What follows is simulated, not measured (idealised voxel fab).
This is a process module. Its name is voxel capacitor over wiring.
Square cells of 5 nm make up the cross-section cut, whose width is 190 nm.
Think of the cross-section as a grid of square cells. We describe it in bands, top to bottom, and each band covers one or more rows of those cells. Band entry format. Leading values: height of top, height of bottom, nm. Remainder: materials in left-to-right order, each with its width in nm. Special words: "everywhere" on a single material, which then fills the band edge to edge; "air", empty space. Height is counted from the level 0, under which the received wafer is composed throughout of one material. The lowest of the bands is not closed at the bottom but continues downward, in the notation "z 0 and below". Width spec "30->40" -> top row of cells at first value, bottom row at second value, equal per-row change in between. "all unchanged" after a step means that no cell of the cross-section changed. "closed voids" contains a list of empty spaces, each no smaller than 8 cells and without an open way to the top, written in the form width x height at distance with the distance from the left edge and all three in nm. The remark found on a step's line after its settings is issued by the simulator itself and pertains to that step. overlay nm: where the mask lay relative to plan, measured to the right, on steps with a mask; negatives go left.

# Planned step list for the process
1: RECEIVE with material Si
2: CONFORMAL_DEP with material SiO2, thk nm 15
3: DIRECTIONAL_DEP with material TiN, thk nm 5
4: DIRECTIONAL_DEP with material Ru, thk nm 15
5: PATTERN with tone cover, mask id METAL_1, material resist, width nm 20, pitch nm 95, thk nm 20, overlay nm 0
6: DIRECTIONAL_ETCH with etch materials Ru, depth nm 15
7: DIRECTIONAL_ETCH with etch materials TiN, depth nm 5
8: STRIP with etch materials resist
9: FILL_DEP with material lowk, thk nm 5
10: CMP with height nm 35
11: CONFORMAL_DEP with material SiCN, thk nm 5
12: DIRECTIONAL_DEP with material SiO2, thk nm 20
13: DIRECTIONAL_DEP with material aC, thk nm 10
14: PATTERN with tone open, mask id PLUG_1, material resist, width nm 15, thk nm 25, overlay nm 0
15: DIRECTIONAL_ETCH with etch materials aC, depth nm 10
16: STRIP with etch materials resist
17: DIRECTIONAL_ETCH with etch materials SiO2, depth nm 20
18: DIRECTIONAL_ETCH with etch materials SiCN, depth nm 5
19: STRIP with etch materials aC
20: EPI with material Ru, thk nm 10
21: EPI with material Ru, thk nm 10
22: EPI with material Ru, thk nm 5
23: DIRECTIONAL_DEP with material TiN, thk nm 5
24: DIRECTIONAL_DEP with material Al2O3, thk nm 5
25: DIRECTIONAL_DEP with material TiN, thk nm 10
26: DIRECTIONAL_DEP with material aC, thk nm 10
27: PATTERN with tone cover, mask id UPPER_PLATE, material resist, width nm 70, thk nm 25, overlay nm 0
28: DIRECTIONAL_ETCH with etch materials aC, depth nm 10
29: STRIP with etch materials resist
30: DIRECTIONAL_ETCH with etch materials TiN, depth nm 10
31: DIRECTIONAL_ETCH with etch materials Al2O3, depth nm 5
32: STRIP with etch materials aC
33: DIRECTIONAL_DEP with material aC, thk nm 15
34: PATTERN with tone cover, mask id LOWER_PLATE, material resist, width nm 80, thk nm 35, overlay nm 0
35: DIRECTIONAL_ETCH with etch materials aC, depth nm 15
36: STRIP with etch materials resist
37: DIRECTIONAL_ETCH with etch materials TiN, depth nm 5
38: STRIP with etch materials aC
39: FILL_DEP with material SiO2, thk nm 15
40: CMP with height nm 90
41: MASKED_ETCH with tone open, mask id PLUG_2, width nm 15, etch materials SiO2, depth nm 10, overlay nm 0
42: CONFORMAL_DEP with material TiN, thk nm 5
43: FILL_DEP with material W, thk nm 10
44: CMP with height nm 90
45: CONFORMAL_DEP with material SiCN, thk nm 5
varied across the wafers: width nm of step 5. The plan shows the first wafer's value. All wafers start alike

# first wafer as received, after step 1
* z 0 and below  Si everywhere
* closed voids: none

# first wafer at the end, after step 45
* z 95 to 90  SiCN everywhere
* z 90 to 85  55 of SiO2 / 5 of TiN / 5 of W / 5 of TiN / 120 of SiO2
* z 85 to 80  55 of SiO2 / 15 of TiN / 120 of SiO2
* z 80 to 70  45 of SiO2 / 70 of TiN / 75 of SiO2
* z 70 to 65  45 of SiO2 / 70 of Al2O3 / 75 of SiO2
* z 65 to 60  40 of SiO2 / 80 of TiN / 70 of SiO2
* z 60 to 40  45 of SiO2 / 15 of Ru / 130 of SiO2
* z 40 to 35  45 of SiCN / 15 of Ru / 130 of SiCN
* z 35 to 20  35 of lowk / 20 of Ru / 75 of lowk / 20 of Ru / 40 of lowk
* z 20 to 15  35 of lowk / 20 of TiN / 75 of lowk / 20 of TiN / 40 of lowk
* z 15 to 0  SiO2 everywhere
* z 0 and below  Si everywhere
* closed voids: none

# Cross-section of the last wafer at end of module
* z 95 to 90  SiCN everywhere
* z 90 to 85  55 of SiO2 / 5 of TiN / 5 of W / 5 of TiN / 120 of SiO2
* z 85 to 80  55 of SiO2 / 15 of TiN / 120 of SiO2
* z 80 to 70  45 of SiO2 / 70 of TiN / 75 of SiO2
* z 70 to 65  45 of SiO2 / 70 of Al2O3 / 75 of SiO2
* z 65 to 60  40 of SiO2 / 80 of TiN / 70 of SiO2
* z 60 to 40  45 of SiO2 / 15 of Ru / 130 of SiO2
* z 40 to 35  45 of SiCN / 15 of Ru / 130 of SiCN
* z 35 to 20  25 of lowk / 45 of Ru / 50 of lowk / 45 of Ru / 25 of lowk
* z 20 to 15  25 of lowk / 45 of TiN / 50 of lowk / 45 of TiN / 25 of lowk
* z 15 to 0  SiO2 everywhere
* z 0 and below  Si everywhere
* closed voids: none

# Below: a row per wafer. Contents at end of module: for every material, cells gained since receipt (+) or lost since receipt (-); then closed voids
width nm 20 | +14 Al2O3 | +39 Ru | +73 SiCN | +418 SiO2 | +57 TiN | +1 W | +120 lowk | closed voids: none
width nm 25 | +14 Al2O3 | +45 Ru | +73 SiCN | +418 SiO2 | +59 TiN | +1 W | +112 lowk | closed voids: none
width nm 30 | +14 Al2O3 | +51 Ru | +73 SiCN | +418 SiO2 | +61 TiN | +1 W | +104 lowk | closed voids: none
width nm 35 | +14 Al2O3 | +57 Ru | +73 SiCN | +418 SiO2 | +63 TiN | +1 W | +96 lowk | closed voids: none
width nm 40 | +14 Al2O3 | +63 Ru | +73 SiCN | +418 SiO2 | +65 TiN | +1 W | +88 lowk | closed voids: none
width nm 45 | +14 Al2O3 | +69 Ru | +73 SiCN | +418 SiO2 | +67 TiN | +1 W | +80 lowk | closed voids: none
